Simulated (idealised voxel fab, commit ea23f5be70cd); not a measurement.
Name of the process module below: voxel lift off
For reference, the cross-section in this document is cut, with width 140 nm and square cells of 5 nm.
We lay out every cross-section as a grid of square cells and spell it out in bands from the top down, where one band means one or more rows of cells. Per band: top height and bottom height in nm, followed by the left-to-right materials and their widths in nm; "everywhere" marks a single material spanning edge to edge, "blank" marks empty space. For the purposes of this specification, 0 denotes the height below which the wafer in its as-received condition is composed wholly of one material, and the lowermost band, lacking a lower limit, extends downward without end, as expressed in "top 0, no bottom". Per-row width for "30->40": begins at first number (top row of band), ends at second number (bottom row), increment between rows held constant. Step marked "nothing changed"? Then no cell in the cross-section changed in it. "Completely sealed voids": sealed empty spaces, 8 cells or more, no open way to top, listed width x height at distance, with distance from the left edge and width, height and distance in nm. Anything after a step's settings on that line? It's the simulator's own note about the step. overlay nm: mask right of planned place by this much (step with mask). Neg. = left.
List of planned process steps:
1,op RECEIVE | material Si
2,op CONFORMAL_DEP | material Al2O3 | thk nm 15
3,op PATTERN | tone open | mask id LINES | material resist | width nm 25 | pitch nm 40 | thk nm 20 | overlay nm 0
4,op DIRECTIONAL_DEP | material Ru | thk nm 10
5,op STRIP | etch materials resist
6,op CONFORMAL_DEP | material SiO2 | thk nm 10
Run as planned: first of two wafers:
Cross-section of the wafer upon arrival, representing the state reached after step 1:
- top 0, no bottom  Si everywhere
- Completely sealed voids: none
After step 2: wafer cross-section:
- top 15, bottom 0  Al2O3 everywhere
- Unchanged below 0.
After step 3: wafer cross-section:
- top 35, bottom 15  35 resist / 25 blank / 15 resist / 25 blank / 40 resist
- Unchanged below 15.
After step 4: wafer cross-section:
- top 45, bottom 35  35 Ru / 25 blank / 15 Ru / 25 blank / 40 Ru
- top 35, bottom 25  35 resist / 25 blank / 15 resist / 25 blank / 40 resist
- top 25, bottom 15  35 resist / 25 Ru / 15 resist / 25 Ru / 40 resist
- Unchanged below 15.
After step 5: wafer cross-section:
- top 25, bottom 15  35 blank / 25 Ru / 15 blank / 25 Ru / 40 blank
- Unchanged below 15.
After step 6: wafer cross-section:
- top 35, bottom 25  25 blank / 85 SiO2 / 30 blank
- top 25, bottom 15  35 SiO2 / 25 Ru / 15 SiO2 / 25 Ru / 40 SiO2
- Unchanged below 15.
Second wafer. Start and plan as for the first. One mistake made in running. Agrees with the first up to and including step 3:
The second wafer cut through, at the time step 4 was supposed to be finished: nothing changed
The second wafer cut through, at the time step 5 was supposed to be finished:
- top 15, bottom 0  Al2O3 everywhere
- Unchanged below 0.
The second wafer cut through, at the time step 6 was supposed to be finished:
- top 25, bottom 15  SiO2 everywhere
- Unchanged below 15.
What was done differently from what was planned? step 4 of the plan never got run, it was skipped over
Final cells, second wafer relative to first, materials higher or lower: -20 Ru | -14 SiO2
